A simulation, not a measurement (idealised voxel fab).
Process module, titled voxel spacer lines
The width of the displayed cross-section, cut, is 280 nm; its cells are square, with a size of 5 nm.
For the purposes of this document, a cross-section shall be understood as a grid of square cells, specified as bands listed in top-to-bottom order, each band consisting of one or more rows of cells. Heights first: top, then bottom, in nm. Then materials, left to right, each with a width in nm. "edge to edge" on a single material: fills the band edge to edge. "air": empty space. Convention: height 0 is the level below which the wafer, as received, is all one material. The lowest band does not terminate at the bottom but continues downward, represented as "0 down". Quick explanation for "30 to 40": the width changes in equal steps down the rows of cells, from the first number in the band's top row to the second number in its bottom row. The cross-section has no changed cell in any step marked "remained unchanged". The label "Sealed void listing" introduces a list of the empty spaces, 8 cells or larger, that have no open way up to the top; each entry in it reads width x height at distance, where the distance is taken from the left edge and all three are stated in nm. Past the settings on a step's line: simulator remark, on that step. "overlay nm", when on a step's line for a step with a mask, measures how far to the right of its planned place the mask lay; a negative measure means to the left.
## These are the steps we planned for the process
1: op RECEIVE | material Si
2: op CONFORMAL_DEP | material Al2O3 | thk nm 5
3: op DIRECTIONAL_DEP | material SiN | thk nm 15
4: op DIRECTIONAL_DEP | material polySi | thk nm 25
5: op PATTERN | tone cover | mask id MANDREL | material resist | width nm 25 | pitch nm 70 | thk nm 30 | overlay nm 0
6: op DIRECTIONAL_ETCH | etch materials polySi | depth nm 25
7: op STRIP | etch materials resist
8: op CONFORMAL_DEP | material SiO2 | thk nm 10
9: op DIRECTIONAL_ETCH | etch materials SiO2 | depth nm 10
10: op STRIP | etch materials polySi
11: op DIRECTIONAL_ETCH | etch materials SiN | depth nm 15
12: op STRIP | etch materials SiO2
## Cross-section of the incoming wafer, state after step 1
* 0 down | Si edge to edge
* Sealed void listing: none
## a wafer at the end: this start, this plan, one mistake
* 20 to 10 | 45 of air  10 of SiN  25 of air  10 of SiN  25 of air  10 of SiN  25 of air  10 of SiN  25 of air  10 of SiN  25 of air  10 of SiN  50 of air
* 10 to 5 | SiN edge to edge
* 5 to 0 | Al2O3 edge to edge
* 0 down | Si edge to edge
* Sealed void listing: none
What was done differently from what was planned? contrary to plan, step 11 was performed as op DIRECTIONAL_ETCH | etch materials SiN | depth nm 10
